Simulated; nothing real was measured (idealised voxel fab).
process module | voxel fin reveal
cross-section cut | 250 nm wide | cells 5 nm
A cross-section is a grid of square cells, given in bands from the top down. A band is one or more rows of cells.
Each band's line starts with the height of the band's top and of its bottom, in nm. Then come its materials from left to right, each with its width in nm. One material with "throughout" fills the band from edge to edge. "air" is empty space.
Height 0 is the level under which the wafer as received is all one material. The lowest band goes on downwards, as in "0 down".
A width such as "30 to 40" changes by the same amount from each row of cells to the next, from the band's top row to its bottom row.
"no change" after a step means that no cell of the cross-section changed.
closed voids: empty space of 8 cells or more with no open way to the top, each as width x height at its distance from the left edge, in nm
after a step's settings: what the simulator itself notes on the step
overlay nm, on a step with a mask: how far to the right of its planned place the mask lay; to the left if negative
plan
1 op RECEIVE | material Si
2 op CONFORMAL_DEP | material SiN | thk nm 10
3 op PATTERN | tone cover | mask id FINS | material resist | width nm 15 | pitch nm 35 | thk nm 20 | overlay nm 0
4 op DIRECTIONAL_ETCH | etch materials SiN | depth nm 10
5 op DIRECTIONAL_ETCH | etch materials Si | depth nm 35
6 op STRIP | etch materials resist
7 op FILL_DEP | material SiO2 | thk nm 10
8 op CMP | height nm 10
9 op SELECTIVE_ETCH | etch materials SiO2 | depth nm 25
10 op STRIP | etch materials SiN
11 op CONFORMAL_DEP | material HfO2 | thk nm 5
as received, after step 1
  0 down: Si throughout
  closed voids: none
first wafer at the end, as planned
  5 to 0: air 60 | HfO2 25 | air 10 | HfO2 25 | air 10 | HfO2 25 | air 10 | HfO2 25 | air 60
  0 to -10: air 60 | HfO2 5 | Si 15 | HfO2 5 | air 10 | HfO2 5 | Si 15 | HfO2 5 | air 10 | HfO2 5 | Si 15 | HfO2 5 | air 10 | HfO2 5 | Si 15 | HfO2 5 | air 60
  -10 to -15: HfO2 65 | Si 15 | HfO2 20 | Si 15 | HfO2 20 | Si 15 | HfO2 20 | Si 15 | HfO2 65
  -15 to -35: SiO2 65 | Si 15 | SiO2 20 | Si 15 | SiO2 20 | Si 15 | SiO2 20 | Si 15 | SiO2 65
  -35 down: Si throughout
  closed voids: none
second wafer at the end: like start, like plan, one mistake
  5 to 0: air 65 | HfO2 25 | air 10 | HfO2 25 | air 10 | HfO2 25 | air 10 | HfO2 25 | air 55
  0 to -10: air 65 | HfO2 5 | Si 15 | HfO2 5 | air 10 | HfO2 5 | Si 15 | HfO2 5 | air 10 | HfO2 5 | Si 15 | HfO2 5 | air 10 | HfO2 5 | Si 15 | HfO2 5 | air 55
  -10 to -15: HfO2 70 | Si 15 | HfO2 20 | Si 15 | HfO2 20 | Si 15 | HfO2 20 | Si 15 | HfO2 60
  -15 to -35: SiO2 70 | Si 15 | SiO2 20 | Si 15 | SiO2 20 | Si 15 | SiO2 20 | Si 15 | SiO2 60
  -35 down: Si throughout
  closed voids: none
what went wrong: step 3 ran as: op PATTERN | tone cover | mask id FINS | material resist | width nm 15 | pitch nm 35 | thk nm 20 | overlay nm 5
at the end the second wafer has, in cells: as many of each material as the first, in other places
